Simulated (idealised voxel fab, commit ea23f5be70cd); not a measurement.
The process module presented herein is designated voxel lift off.
The cross-section on display is named cut; it measures 275 nm wide, and its cells are 5 nm squares.
Heads up, the way a cross-section reads in here is a grid of square cells, handed over as bands from the top down, with every band being one or more rows of cells.
For a band, the entry starts with two heights in nm, that of the top and then that of the bottom, and carries on with the band's materials in order from left to right, each alongside its width in nm; the word "full width" beside a single material means it fills the band edge to edge, and "empty" means empty space.
Beneath 0, the wafer as received is one material, and that level is where height counting begins. The lowest band goes on downward without a bottom; it is written like "0..down".
The expression "30 to 40" gives the width at the extremes of the band, the first number at its top row of cells and the second at its bottom row, with the width changing by equal amounts from each row to the next in between.
The cross-section has no changed cell in any step marked "left unchanged".
If an empty space has no open way to the top and is at least 8 cells in size, "Trapped voids" lists it, written width x height at distance, where distance is measured from the left edge and every value is in nm.
Formally, on a step line, whatever follows the settings is a remark that the simulator itself makes on the step.
"overlay nm" answers the question of how far to the right of plan the mask lay on a step that has a mask, and when it is negative the answer is to the left.
### These are the steps we planned for the process
1) RECEIVE (material Si)
2) CONFORMAL_DEP (material SiO2; thk nm 15)
3) PATTERN (tone open; mask id LINES; material resist; width nm 30; pitch nm 60; thk nm 20; overlay nm -15)
4) DIRECTIONAL_DEP (material Ru; thk nm 5)
5) STRIP (etch materials resist)
6) CONFORMAL_DEP (material SiCN; thk nm 5)
For this document, wafers share an identical start and vary in the step 3 overlay nm; the plan quotes the first wafer's value.
### The first of several wafers in cross-section, exactly as it reached us after step 1
> 0..down: Si full width
> Trapped voids: none
### each wafer at the end: cells of each material gained (+) or lost (-) since it was received, then its closed voids
overlay nm -15, +12 Ru, +59 SiCN, +165 SiO2, Trapped voids: none
overlay nm -10, +12 Ru, +59 SiCN, +165 SiO2, Trapped voids: none
overlay nm -5, +12 Ru, +59 SiCN, +165 SiO2, Trapped voids: none
overlay nm 0, +12 Ru, +59 SiCN, +165 SiO2, Trapped voids: none
overlay nm 5, +12 Ru, +59 SiCN, +165 SiO2, Trapped voids: none
overlay nm 10, +12 Ru, +59 SiCN, +165 SiO2, Trapped voids: none
overlay nm 15, +12 Ru, +59 SiCN, +165 SiO2, Trapped voids: none
